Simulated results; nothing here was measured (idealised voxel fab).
A process module follows: voxel double patterning.
The cross-section shown here is cut; it is 255 nm wide and divided into square cells measuring 5 nm on a side.
Cross-section = grid of square cells, listed top down in bands; band = one or more rows.
Top, bottom (nm), then materials left to right with widths (nm); lone material tagged "full width" fills the whole band edge to edge; "empty" = empty space.
Height 0 is the level under which the wafer as received is all one material. The lowest band goes on downwards, as in "0 down".
A two-number width, for instance "30..40", indicates that the width is equal to the first number in the top row of the band and to the second number in the bottom row, and that it changes by a constant amount per row of cells.
No cell of the cross-section changed in a step that is given as "left unchanged".
Voids not open to the top, 8 cells minimum: see "Sealed cavities". Written width x height at distance; distance is from the left edge; nm.
Whatever follows a step's settings on its line is a remark the simulator itself makes about that step.
If you see "overlay nm" on a step's line and that step has a mask, it's telling you how far right of where it was planned the mask ended up; a negative number means it went left instead.
Process steps (planned)
1 RECEIVE: material Si
2 CONFORMAL_DEP: material SiO2, thk nm 10
3 DIRECTIONAL_DEP: material polySi, thk nm 15
4 DIRECTIONAL_DEP: material SiCN, thk nm 5
5 PATTERN: tone open, mask id FIRST, material resist, width nm 15, pitch nm 50, thk nm 15, overlay nm 0
6 DIRECTIONAL_ETCH: etch materials SiCN, depth nm 5
7 STRIP: etch materials resist
8 MASKED_ETCH: tone open, mask id SECOND, width nm 15, etch materials SiCN, depth nm 5, overlay nm 0
9 DIRECTIONAL_ETCH: etch materials polySi, depth nm 15
10 STRIP: etch materials SiCN
Same starting wafers, different width nm at step 5. Plan value belongs to the first wafer.
First wafer as received, after step 1
0 down  Si full width
Sealed cavities: none
Basically each wafer gets a line in the table, showing it at the end of the module: material by material, the cells it gained (+) or lost (-) since we got it, then its closed voids
width nm 15; +102 SiO2; +126 polySi; Sealed cavities: none
width nm 20; +102 SiO2; +120 polySi; Sealed cavities: none
width nm 25; +102 SiO2; +114 polySi; Sealed cavities: none
width nm 30; +102 SiO2; +108 polySi; Sealed cavities: none
